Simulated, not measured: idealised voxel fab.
Title: Process Module voxel capacitor over wiring
Cross-section cut spans 245 nm and uses square cells 5 nm in size.
For the purposes of this document, a cross-section shall be understood as a grid of square cells, specified as bands listed in top-to-bottom order, each band consisting of one or more rows of cells.
Within each band entry, the heights of the top and of the bottom of the band appear first, in that order and in nm; the materials of the band then follow from left to right, each with its corresponding width in nm. The designation "all across" on a single material indicates that it fills the band from edge to edge; the designation "empty" indicates empty space.
It should be noted that heights are counted from 0, beneath which the wafer as supplied is of one material throughout, and that the lowest band possesses no lower boundary but continues downward, as written in "top 0, no bottom".
The width entry "30 to 40" should be interpreted row by row: the top row of cells in the band takes the first number, the bottom row takes the second number, and the change between adjacent rows is uniform throughout.
Reading "no change occurred" for a step: not a cell of the cross-section changed in it.
"Trapped cavities" contains a list of empty spaces, each no smaller than 8 cells and without an open way to the top, written in the form width x height at distance with the distance from the left edge and all three in nm.
On a step's line, text after the settings is the simulator commenting on that step.
overlay nm, on a step with a mask: how far to the right of its planned place the mask lay; to the left if negative

### plan
step 1: RECEIVE, material Si
step 2: CONFORMAL_DEP, material SiO2, thk nm 15
step 3: DIRECTIONAL_DEP, material TiN, thk nm 5
step 4: DIRECTIONAL_DEP, material Ru, thk nm 25
step 5: PATTERN, tone cover, mask id METAL_1, material resist, width nm 15, pitch nm 75, thk nm 20, overlay nm 0
step 6: DIRECTIONAL_ETCH, etch materials Ru, depth nm 25
step 7: DIRECTIONAL_ETCH, etch materials TiN, depth nm 5
step 8: STRIP, etch materials resist
step 9: CONFORMAL_DEP, material SiCN, thk nm 5
step 10: FILL_DEP, material SiO2, thk nm 5
step 11: CMP, height nm 45
step 12: CONFORMAL_DEP, material SiCN, thk nm 5
step 13: DIRECTIONAL_DEP, material lowk, thk nm 20
step 14: MASKED_ETCH, tone open, mask id PLUG_1, width nm 15, etch materials lowk, depth nm 20, overlay nm 0
step 15: MASKED_ETCH, tone open, mask id PLUG_1, width nm 15, etch materials SiCN, depth nm 5, overlay nm 0
step 16: CONFORMAL_DEP, material TiN, thk nm 5
step 17: FILL_DEP, material W, thk nm 10
step 18: CMP, height nm 70
step 19: DIRECTIONAL_DEP, material TiN, thk nm 5
step 20: DIRECTIONAL_DEP, material SiN, thk nm 5
step 21: DIRECTIONAL_DEP, material TiN, thk nm 10
step 22: DIRECTIONAL_DEP, material aC, thk nm 10
step 23: PATTERN, tone cover, mask id UPPER_PLATE, material resist, width nm 60, thk nm 25, overlay nm 0
step 24: DIRECTIONAL_ETCH, etch materials aC, depth nm 10
step 25: STRIP, etch materials resist
step 26: DIRECTIONAL_ETCH, etch materials TiN, depth nm 10
step 27: DIRECTIONAL_ETCH, etch materials SiN, depth nm 5
step 28: STRIP, etch materials aC
step 29: PATTERN, tone cover, mask id LOWER_PLATE, material resist, width nm 70, thk nm 15, overlay nm 0
step 30: DIRECTIONAL_ETCH, etch materials TiN, depth nm 5
step 31: STRIP, etch materials resist
step 32: FILL_DEP, material SiO2, thk nm 20
step 33: CMP, height nm 105
step 34: PATTERN, tone open, mask id PLUG_2, material resist, width nm 15, thk nm 20, overlay nm 0
step 35: DIRECTIONAL_ETCH, etch materials SiO2, depth nm 15
step 36: STRIP, etch materials resist
step 37: CONFORMAL_DEP, material TiN, thk nm 5
step 38: FILL_DEP, material Ru, thk nm 10
step 39: CMP, height nm 105
step 40: CONFORMAL_DEP, material SiN, thk nm 5
Wafer-to-wafer difference: width nm, step 5. Common start. Plan = first wafer's value.

### Sectional view: first of several wafers, as received, after step 1
* top 0, no bottom = Si all across
* Trapped cavities: none

### The first of several wafers, seen in cross-section after the module's last step, step 40
* top 110, bottom 105 = SiN all across
* top 105, bottom 95 = SiO2 90 nm; TiN 5 nm; Ru 5 nm; TiN 5 nm; SiO2 140 nm
* top 95, bottom 90 = SiO2 90 nm; TiN 15 nm; SiO2 140 nm
* top 90, bottom 80 = SiO2 80 nm; TiN 60 nm; SiO2 105 nm
* top 80, bottom 75 = SiO2 80 nm; SiN 60 nm; SiO2 105 nm
* top 75, bottom 70 = SiO2 75 nm; TiN 70 nm; SiO2 100 nm
* top 70, bottom 50 = lowk 80 nm; TiN 5 nm; W 5 nm; TiN 5 nm; lowk 150 nm
* top 50, bottom 45 = SiCN 80 nm; TiN 15 nm; SiCN 150 nm
* top 45, bottom 20 = SiO2 75 nm; SiCN 5 nm; Ru 15 nm; SiCN 5 nm; SiO2 50 nm; SiCN 5 nm; Ru 15 nm; SiCN 5 nm; SiO2 70 nm
* top 20, bottom 15 = SiCN 80 nm; TiN 15 nm; SiCN 60 nm; TiN 15 nm; SiCN 75 nm
* top 15, bottom 0 = SiO2 all across
* top 0, no bottom = Si all across
* Trapped cavities: none

### Wafer cross-section (last wafer, module end)
* top 110, bottom 105 = SiN all across
* top 105, bottom 95 = SiO2 90 nm; TiN 5 nm; Ru 5 nm; TiN 5 nm; SiO2 140 nm
* top 95, bottom 90 = SiO2 90 nm; TiN 15 nm; SiO2 140 nm
* top 90, bottom 80 = SiO2 80 nm; TiN 60 nm; SiO2 105 nm
* top 80, bottom 75 = SiO2 80 nm; SiN 60 nm; SiO2 105 nm
* top 75, bottom 70 = SiO2 75 nm; TiN 70 nm; SiO2 100 nm
* top 70, bottom 50 = lowk 80 nm; TiN 5 nm; W 5 nm; TiN 5 nm; lowk 150 nm
* top 50, bottom 45 = SiCN 80 nm; TiN 15 nm; SiCN 150 nm
* top 45, bottom 20 = SiO2 65 nm; SiCN 5 nm; Ru 35 nm; SiCN 5 nm; SiO2 30 nm; SiCN 5 nm; Ru 35 nm; SiCN 5 nm; SiO2 60 nm
* top 20, bottom 15 = SiCN 70 nm; TiN 35 nm; SiCN 40 nm; TiN 35 nm; SiCN 65 nm
* top 15, bottom 0 = SiO2 all across
* top 0, no bottom = Si all across
* Trapped cavities: none

### Row per wafer, end-of-module: cell gain (+)/loss (-) by material since the wafer came in, then closed voids
width nm 15, +32 Ru, +109 SiCN, +61 SiN, +626 SiO2, +62 TiN, +4 W, +184 lowk, Trapped cavities: none
width nm 20, +42 Ru, +107 SiCN, +61 SiN, +616 SiO2, +64 TiN, +4 W, +184 lowk, Trapped cavities: none
width nm 25, +52 Ru, +105 SiCN, +61 SiN, +606 SiO2, +66 TiN, +4 W, +184 lowk, Trapped cavities: none
width nm 30, +62 Ru, +103 SiCN, +61 SiN, +596 SiO2, +68 TiN, +4 W, +184 lowk, Trapped cavities: none
width nm 35, +72 Ru, +101 SiCN, +61 SiN, +586 SiO2, +70 TiN, +4 W, +184 lowk, Trapped cavities: none
